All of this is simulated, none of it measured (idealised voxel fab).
Process module under the name voxel released beams
Square cells of 5 nm make up the cross-section cut, whose width is 275 nm.
Cross-section layout: square cells on a grid; listed as bands, top to bottom; a band spans one or more cell rows. Band: top and bottom heights (nm) first, top before bottom; then materials from left to right, widths in nm. "everywhere" marks a sole material filling the band edge to edge. "blank" denotes empty space. We count height from 0. Below that, the starting wafer is all one material. The lowest band never ends at the bottom but goes on down; see "from 0 down" for how that is written. The width entry "30 to 40" should be interpreted row by row: the top row of cells in the band takes the first number, the bottom row takes the second number, and the change between adjacent rows is uniform throughout. What does "no modification" mean for a step? It means no cell of the cross-section changed in that step. Voids not open to the top, 8 cells minimum: see "Trapped voids". Written width x height at distance; distance is from the left edge; nm. Note: text after step settings on the step line = simulator remark on that step. What "overlay nm" on a step's line means: if the step has a mask, that mask lay this far to the right of its planned place, or, when the value is negative, to the left.
**Set out below are the planned steps of the process**
1 RECEIVE [material Si]
2 CONFORMAL_DEP [material SiN] [thk nm 5]
3 DIRECTIONAL_DEP [material SiO2] [thk nm 20]
4 MASKED_ETCH [tone open] [mask id ANCHOR] [width nm 35] [etch materials SiO2] [depth nm 20] [overlay nm 0]
5 CONFORMAL_DEP [material TiN] [thk nm 10]
6 MASKED_ETCH [tone cover] [mask id BEAM] [width nm 85] [etch materials TiN] [depth nm 10] [overlay nm 0]
7 STRIP [etch materials SiO2]
**As-received wafer cross-section (after step 1)**
from 0 down  Si everywhere
Trapped voids: none
**Cross-section: first of two wafers, module finished, run according to plan**
from 35 to 25  90 nm blank | 15 nm TiN | 15 nm blank | 55 nm TiN | 100 nm blank
from 25 to 15  95 nm blank | 10 nm TiN | 15 nm blank | 10 nm TiN | 145 nm blank
from 15 to 5  95 nm blank | 35 nm TiN | 145 nm blank
from 5 to 0  SiN everywhere
from 0 down  Si everywhere
Trapped voids: none
**Second of two wafers, module complete, sectioned: it shares the first wafer's start and plan but was run with one mistake**
from 35 to 25  100 nm blank | 5 nm TiN | 15 nm blank | 65 nm TiN | 90 nm blank
from 25 to 15  95 nm blank | 10 nm TiN | 15 nm blank | 10 nm TiN | 145 nm blank
from 15 to 5  95 nm blank | 35 nm TiN | 145 nm blank
from 5 to 0  SiN everywhere
from 0 down  Si everywhere
Trapped voids: none
The plan and the run diverged here: step 6 went in with a setting other than planned; the actual run was MASKED_ETCH [tone cover] [mask id BEAM] [width nm 85] [etch materials TiN] [depth nm 10] [overlay nm 10]
Tallied in cells, the final second wafer holds each material in the same quantity as the first, although not at the same places.
